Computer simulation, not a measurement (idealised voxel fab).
The process module that follows is named voxel trench capacitor.
The cross-section shown here is cut; it is 175 nm wide and divided into square cells measuring 5 nm on a side.
A cross-section is a grid of square cells, given in bands from the top down. A band is one or more rows of cells. Band: top and bottom heights (nm) first, top before bottom; then materials from left to right, widths in nm. "edge to edge" marks a sole material filling the band edge to edge. "empty" denotes empty space. All heights in this document are referenced to 0, defined as the level beneath which the wafer, as received, consists entirely of one material. The lowest band is not bounded below; it extends indefinitely downward and is written in the form "0 nm and below". With a width like "30..40", each row of cells in the band differs from the next by the same amount, the top row carrying the first number and the bottom row the second. Where the words "no modification" appear for a step, the cross-section shows no cell changed by that step; every cell remained as before. Under "Fully closed voids" you'll find the enclosed gaps, the ones with no way out to the top, that are 8 cells or bigger; each reads width x height at distance, with distance counted from the left edge, everything in nm. Step line, after settings: the simulator's comment on this step. "overlay nm" answers the question of how far to the right of plan the mask lay on a step that has a mask, and when it is negative the answer is to the left.
Plan
1. RECEIVE (material Si)
2. CONFORMAL_DEP (material SiN; thk nm 10)
3. PATTERN (tone open; mask id TRENCH; material resist; width nm 25; pitch nm 45; thk nm 15; overlay nm 0)
4. DIRECTIONAL_ETCH (etch materials SiN; depth nm 10)
5. DIRECTIONAL_ETCH (etch materials Si; depth nm 40)
6. STRIP (etch materials resist)
7. CONFORMAL_DEP (material HfO2; thk nm 5)
8. CONFORMAL_DEP (material TiN; thk nm 5)
9. FILL_DEP (material W; thk nm 5)
10. CMP (height nm 10)
So, the first of our two wafers, run just as we planned it
Step 1 complete: cross-section of the wafer as received
  0 nm and below = Si edge to edge
  Fully closed voids: none
Cross-section: wafer state after step 2
  10 nm to 0 nm = SiN edge to edge
  Everything below 0 is unchanged.
Cross-section: wafer state after step 3
  25 nm to 10 nm = 50 of resist; 25 of empty; 20 of resist; 25 of empty; 55 of resist
  Everything below 10 is unchanged.
Cross-section: wafer state after step 4
  25 nm to 10 nm = 50 of resist; 25 of empty; 20 of resist; 25 of empty; 55 of resist
  10 nm to 0 nm = 50 of SiN; 25 of empty; 20 of SiN; 25 of empty; 55 of SiN
  Everything below 0 is unchanged.
Cross-section: wafer state after step 5
  25 nm to 10 nm = 50 of resist; 25 of empty; 20 of resist; 25 of empty; 55 of resist
  10 nm to 0 nm = 50 of SiN; 25 of empty; 20 of SiN; 25 of empty; 55 of SiN
  0 nm to -40 nm = 50 of Si; 25 of empty; 20 of Si; 25 of empty; 55 of Si
  Everything below -40 is unchanged.
Cross-section: wafer state after step 6
  10 nm to 0 nm = 50 of SiN; 25 of empty; 20 of SiN; 25 of empty; 55 of SiN
  Everything below 0 is unchanged.
Cross-section: wafer state after step 7
  15 nm to 10 nm = 55 of HfO2; 15 of empty; 30 of HfO2; 15 of empty; 60 of HfO2
  10 nm to 0 nm = 50 of SiN; 5 of HfO2; 15 of empty; 5 of HfO2; 20 of SiN; 5 of HfO2; 15 of empty; 5 of HfO2; 55 of SiN
  0 nm to -35 nm = 50 of Si; 5 of HfO2; 15 of empty; 5 of HfO2; 20 of Si; 5 of HfO2; 15 of empty; 5 of HfO2; 55 of Si
  -35 nm to -40 nm = 50 of Si; 25 of HfO2; 20 of Si; 25 of HfO2; 55 of Si
  Everything below -40 is unchanged.
Cross-section: wafer state after step 8
  20 nm to 15 nm = 60 of TiN; 5 of empty; 40 of TiN; 5 of empty; 65 of TiN
  15 nm to 10 nm = 55 of HfO2; 5 of TiN; 5 of empty; 5 of TiN; 30 of HfO2; 5 of TiN; 5 of empty; 5 of TiN; 60 of HfO2
  10 nm to 0 nm = 50 of SiN; 5 of HfO2; 5 of TiN; 5 of empty; 5 of TiN; 5 of HfO2; 20 of SiN; 5 of HfO2; 5 of TiN; 5 of empty; 5 of TiN; 5 of HfO2; 55 of SiN
  0 nm to -30 nm = 50 of Si; 5 of HfO2; 5 of TiN; 5 of empty; 5 of TiN; 5 of HfO2; 20 of Si; 5 of HfO2; 5 of TiN; 5 of empty; 5 of TiN; 5 of HfO2; 55 of Si
  -30 nm to -35 nm = 50 of Si; 5 of HfO2; 15 of TiN; 5 of HfO2; 20 of Si; 5 of HfO2; 15 of TiN; 5 of HfO2; 55 of Si
  Everything below -35 is unchanged.
Cross-section: wafer state after step 9
  25 nm to 20 nm = W edge to edge
  20 nm to 15 nm = 60 of TiN; 5 of W; 40 of TiN; 5 of W; 65 of TiN
  15 nm to 10 nm = 55 of HfO2; 5 of TiN; 5 of W; 5 of TiN; 30 of HfO2; 5 of TiN; 5 of W; 5 of TiN; 60 of HfO2
  10 nm to 0 nm = 50 of SiN; 5 of HfO2; 5 of TiN; 5 of W; 5 of TiN; 5 of HfO2; 20 of SiN; 5 of HfO2; 5 of TiN; 5 of W; 5 of TiN; 5 of HfO2; 55 of SiN
  0 nm to -30 nm = 50 of Si; 5 of HfO2; 5 of TiN; 5 of W; 5 of TiN; 5 of HfO2; 20 of Si; 5 of HfO2; 5 of TiN; 5 of W; 5 of TiN; 5 of HfO2; 55 of Si
  Everything below -30 is unchanged.
Cross-section: wafer state after step 10
  10 nm to 0 nm = 50 of SiN; 5 of HfO2; 5 of TiN; 5 of W; 5 of TiN; 5 of HfO2; 20 of SiN; 5 of HfO2; 5 of TiN; 5 of W; 5 of TiN; 5 of HfO2; 55 of SiN
  Everything below 0 is unchanged.
The second wafer began exactly as the first did and followed the same plan, but one mistake was made while running it; through step 4 inclusive, the two wafers are identical
Second wafer profile in section, at the moment step 5 of the plan was meant to be complete
  25 nm to 10 nm = 50 of resist; 25 of empty; 20 of resist; 25 of empty; 55 of resist
  10 nm to 0 nm = 50 of SiN; 25 of empty; 20 of SiN; 25 of empty; 55 of SiN
  0 nm to -35 nm = 50 of Si; 25 of empty; 20 of Si; 25 of empty; 55 of Si
  Everything below -35 is unchanged.
Second wafer profile in section, at the moment step 6 of the plan was meant to be complete
  10 nm to 0 nm = 50 of SiN; 25 of empty; 20 of SiN; 25 of empty; 55 of SiN
  Everything below 0 is unchanged.
Second wafer profile in section, at the moment step 7 of the plan was meant to be complete
  15 nm to 10 nm = 55 of HfO2; 15 of empty; 30 of HfO2; 15 of empty; 60 of HfO2
  10 nm to 0 nm = 50 of SiN; 5 of HfO2; 15 of empty; 5 of HfO2; 20 of SiN; 5 of HfO2; 15 of empty; 5 of HfO2; 55 of SiN
  0 nm to -30 nm = 50 of Si; 5 of HfO2; 15 of empty; 5 of HfO2; 20 of Si; 5 of HfO2; 15 of empty; 5 of HfO2; 55 of Si
  -30 nm to -35 nm = 50 of Si; 25 of HfO2; 20 of Si; 25 of HfO2; 55 of Si
  Everything below -35 is unchanged.
Second wafer profile in section, at the moment step 8 of the plan was meant to be complete
  20 nm to 15 nm = 60 of TiN; 5 of empty; 40 of TiN; 5 of empty; 65 of TiN
  15 nm to 10 nm = 55 of HfO2; 5 of TiN; 5 of empty; 5 of TiN; 30 of HfO2; 5 of TiN; 5 of empty; 5 of TiN; 60 of HfO2
  10 nm to 0 nm = 50 of SiN; 5 of HfO2; 5 of TiN; 5 of empty; 5 of TiN; 5 of HfO2; 20 of SiN; 5 of HfO2; 5 of TiN; 5 of empty; 5 of TiN; 5 of HfO2; 55 of SiN
  0 nm to -25 nm = 50 of Si; 5 of HfO2; 5 of TiN; 5 of empty; 5 of TiN; 5 of HfO2; 20 of Si; 5 of HfO2; 5 of TiN; 5 of empty; 5 of TiN; 5 of HfO2; 55 of Si
  -25 nm to -30 nm = 50 of Si; 5 of HfO2; 15 of TiN; 5 of HfO2; 20 of Si; 5 of HfO2; 15 of TiN; 5 of HfO2; 55 of Si
  Everything below -30 is unchanged.
Second wafer profile in section, at the moment step 9 of the plan was meant to be complete
  25 nm to 20 nm = W edge to edge
  20 nm to 15 nm = 60 of TiN; 5 of W; 40 of TiN; 5 of W; 65 of TiN
  15 nm to 10 nm = 55 of HfO2; 5 of TiN; 5 of W; 5 of TiN; 30 of HfO2; 5 of TiN; 5 of W; 5 of TiN; 60 of HfO2
  10 nm to 0 nm = 50 of SiN; 5 of HfO2; 5 of TiN; 5 of W; 5 of TiN; 5 of HfO2; 20 of SiN; 5 of HfO2; 5 of TiN; 5 of W; 5 of TiN; 5 of HfO2; 55 of SiN
  0 nm to -25 nm = 50 of Si; 5 of HfO2; 5 of TiN; 5 of W; 5 of TiN; 5 of HfO2; 20 of Si; 5 of HfO2; 5 of TiN; 5 of W; 5 of TiN; 5 of HfO2; 55 of Si
  Everything below -25 is unchanged.
Second wafer profile in section, at the moment step 10 of the plan was meant to be complete
  10 nm to 0 nm = 50 of SiN; 5 of HfO2; 5 of TiN; 5 of W; 5 of TiN; 5 of HfO2; 20 of SiN; 5 of HfO2; 5 of TiN; 5 of W; 5 of TiN; 5 of HfO2; 55 of SiN
  Everything below 0 is unchanged.
Heads up, the wafer didn't run the way we planned it: step 5 ran as: DIRECTIONAL_ETCH (etch materials Si; depth nm 35)
Final tally in cells, some materials are higher or lower on the second wafer than on the first: HfO2 -4 | Si +10 | TiN -4 | W -2
